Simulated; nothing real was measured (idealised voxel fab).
process module | voxel self aligned contacts
cross-section cut | 225 nm wide | cells 5 nm
A cross-section is a grid of square cells, given in bands from the top down. A band is one or more rows of cells.
Each band's line starts with the height of the band's top and of its bottom, in nm. Then come its materials from left to right, each with its width in nm. One material with "throughout" fills the band from edge to edge. "air" is empty space.
Height 0 is the level under which the wafer as received is all one material. The lowest band goes on downwards, as in "0 down".
A width such as "30 to 40" changes by the same amount from each row of cells to the next, from the band's top row to its bottom row.
"no change" after a step means that no cell of the cross-section changed.
closed voids: empty space of 8 cells or more with no open way to the top, each as width x height at its distance from the left edge, in nm
after a step's settings: what the simulator itself notes on the step
overlay nm, on a step with a mask: how far to the right of its planned place the mask lay; to the left if negative
plan
1 op RECEIVE | material Si
2 op CONFORMAL_DEP | material SiO2 | thk nm 5
3 op DIRECTIONAL_DEP | material polySi | thk nm 25
4 op DIRECTIONAL_DEP | material SiN | thk nm 15
5 op PATTERN | tone cover | mask id GATE | material resist | width nm 35 | pitch nm 60 | thk nm 15 | overlay nm 0
6 op DIRECTIONAL_ETCH | etch materials SiN | depth nm 15
7 op DIRECTIONAL_ETCH | etch materials polySi | depth nm 25
8 op STRIP | etch materials resist
9 op CONFORMAL_DEP | material SiN | thk nm 5
10 op DIRECTIONAL_ETCH | etch materials SiN | depth nm 5
11 op FILL_DEP | material SiO2 | thk nm 20
12 op CMP | height nm 55
13 op MASKED_ETCH | tone open | mask id CONTACT | width nm 35 | etch materials SiO2 | depth nm 55 | overlay nm 0
14 op CONFORMAL_DEP | material TiN | thk nm 5
15 op FILL_DEP | material Ru | thk nm 5
16 op CMP | height nm 55
17 op CONFORMAL_DEP | material SiN | thk nm 5
as received, after step 1
  0 down: Si throughout
  closed voids: none
a wafer at the end: this start, this plan, one mistake
  60 to 55: SiN throughout
  55 to 50: SiO2 60 | SiN 45 | TiN 5 | Ru 5 | TiN 5 | SiN 45 | SiO2 60
  50 to 45: SiO2 60 | SiN 45 | TiN 15 | SiN 45 | SiO2 60
  45 to 30: SiN throughout
  30 to 5: polySi throughout
  5 to 0: SiO2 throughout
  0 down: Si throughout
  closed voids: none
what went wrong: step 4 was run twice
